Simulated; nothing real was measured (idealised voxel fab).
The name of this process module is voxel self aligned contacts.
Shown is cross-section cut, with a width of 260 nm and square cells of size 5 nm.
Reading order for cross-sections: top band down to bottom band. Underlying form: a grid of square cells. Band size: one or more rows of cells.
Quick guide to a band line: top height, bottom height (nm) up front; then every material left to right with its width in nm. Only one material and it's marked "full width"? Then it fills the band edge to edge. And "blank" just means empty space.
Heights are reckoned from 0. Under this level, the received wafer is all of one material. The bottommost band is open-ended downward, for example "0 nm and below".
When a width is written as two numbers, as in "30..40", the first number is the width in the top row of cells of the band and the second is the width in its bottom row, and the width changes by the same amount from each row to the next.
No cell of the cross-section changed in a step that is given as "remains unaltered".
"Unvented voids" lists enclosed empty spaces (at least 8 cells, no open path upward to the top), each as width x height at distance from the left edge, in nm.
On a step's line, text after the settings is the simulator commenting on that step.
You can add "overlay nm" to a step's line. For a step with a mask, it describes how far the mask lay to the right of its planned position, and a negative number describes a lay to the left.

### Below is the list of planned process steps
step 1: RECEIVE | material Si
step 2: CONFORMAL_DEP | material SiO2 | thk nm 5
step 3: DIRECTIONAL_DEP | material polySi | thk nm 25
step 4: DIRECTIONAL_DEP | material SiN | thk nm 25
step 5: PATTERN | tone cover | mask id GATE | material resist | width nm 25 | pitch nm 70 | thk nm 20 | overlay nm 0
step 6: DIRECTIONAL_ETCH | etch materials SiN | depth nm 25
step 7: DIRECTIONAL_ETCH | etch materials polySi | depth nm 25
step 8: STRIP | etch materials resist
step 9: CONFORMAL_DEP | material SiN | thk nm 10
step 10: DIRECTIONAL_ETCH | etch materials SiN | depth nm 10
step 11: FILL_DEP | material SiO2 | thk nm 20
step 12: CMP | height nm 65
step 13: MASKED_ETCH | tone open | mask id CONTACT | width nm 55 | etch materials SiO2 | depth nm 65 | overlay nm 0
step 14: CONFORMAL_DEP | material TiN | thk nm 5
step 15: FILL_DEP | material Ru | thk nm 5
step 16: CMP | height nm 65
step 17: CONFORMAL_DEP | material SiN | thk nm 5

### Cross-section of the wafer as it came to us, i.e., already through step 1
> 0 nm and below = Si full width
> Unvented voids: none

### Post-module cross-section of the first of two wafers (run per plan)
> 70 nm to 65 nm = SiN full width
> 65 nm to 55 nm = SiO2 (100), then TiN (5..20), then Ru (45..15), then TiN (5..20), then SiO2 (105)
> 55 nm to 30 nm = SiO2 (70), then SiN (45), then TiN (5), then Ru (15), then TiN (5), then SiN (45), then SiO2 (75)
> 30 nm to 5 nm = SiO2 (70), then SiN (10), then polySi (25), then SiN (10), then TiN (5), then Ru (15), then TiN (5), then SiN (10), then polySi (25), then SiN (10), then SiO2 (75)
> 5 nm to 0 nm = SiO2 (115), then TiN (25), then SiO2 (120)
> 0 nm and below = Si full width
> Unvented voids: none

### Cross-section of the latter of the two wafers at module completion. It had an identical start and an identical plan to the former; in running it, one mistake was made
> 70 nm to 65 nm = SiN full width
> 65 nm to 55 nm = SiO2 (100), then TiN (5), then Ru (45), then TiN (5), then SiO2 (105)
> 55 nm to 50 nm = SiO2 (100), then TiN (20), then Ru (15), then TiN (20), then SiO2 (105)
> 50 nm to 25 nm = SiO2 (70), then SiN (45), then TiN (5), then Ru (15), then TiN (5), then SiN (45), then SiO2 (75)
> 25 nm to 5 nm = SiO2 (70), then SiN (10), then polySi (25), then SiN (10), then TiN (5), then Ru (15), then TiN (5), then SiN (10), then polySi (25), then SiN (10), then SiO2 (75)
> 5 nm to 0 nm = SiO2 (70), then SiN (10), then polySi (25), then SiN (10), then TiN (25), then SiN (10), then polySi (25), then SiN (10), then SiO2 (75)
> 0 nm and below = Si full width
> Unvented voids: none
It is concluded that the wafer was processed incorrectly with respect to the plan, in that step 2 of the plan got skipped, so it never ran
Final comparison by cell count, materials where the second wafer has more or fewer than the first: 6 more of Ru, 6 fewer of SiO2
